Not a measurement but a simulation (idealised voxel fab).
process module | voxel lift off
cross-section cut | 295 nm wide | cells 5 nm
A cross-section is a grid of square cells, given in bands from the top down. A band is one or more rows of cells.
Each band's line starts with the height of the band's top and of its bottom, in nm. Then come its materials from left to right, each with its width in nm. One material with "throughout" fills the band from edge to edge. "air" is empty space.
Height 0 is the level under which the wafer as received is all one material. The lowest band goes on downwards, as in "0 down".
A width such as "30 to 40" changes by the same amount from each row of cells to the next, from the band's top row to its bottom row.
"no change" after a step means that no cell of the cross-section changed.
closed voids: empty space of 8 cells or more with no open way to the top, each as width x height at its distance from the left edge, in nm
after a step's settings: what the simulator itself notes on the step
overlay nm, on a step with a mask: how far to the right of its planned place the mask lay; to the left if negative
plan
1 op RECEIVE | material Si
2 op CONFORMAL_DEP | material SiN | thk nm 5
3 op PATTERN | tone open | mask id LINES | material resist | width nm 30 | pitch nm 50 | thk nm 20 | overlay nm 0
4 op DIRECTIONAL_DEP | material Ru | thk nm 10
5 op STRIP | etch materials resist
6 op CONFORMAL_DEP | material SiN | thk nm 10
as received, after step 1
  0 down: Si throughout
  closed voids: none
first wafer at the end, as planned
  25 to 15: air 45 | SiN 200 | air 50
  15 to 5: SiN 55 | Ru 30 | SiN 20 | Ru 30 | SiN 20 | Ru 30 | SiN 20 | Ru 30 | SiN 60
  5 to 0: SiN throughout
  0 down: Si throughout
  closed voids: none
second wafer at the end: like start, like plan, one mistake
  30 to 20: air 45 | SiN 200 | air 50
  20 to 15: air 45 | SiN 10 | Ru 30 | SiN 20 | Ru 30 | SiN 20 | Ru 30 | SiN 20 | Ru 30 | SiN 10 | air 50
  15 to 5: SiN 55 | Ru 30 | SiN 20 | Ru 30 | SiN 20 | Ru 30 | SiN 20 | Ru 30 | SiN 60
  5 to 0: SiN throughout
  0 down: Si throughout
  closed voids: none
what went wrong: step 4 ran as: op DIRECTIONAL_DEP | material Ru | thk nm 15
at the end the second wafer has, in cells: 24 more of Ru | 16 more of SiN
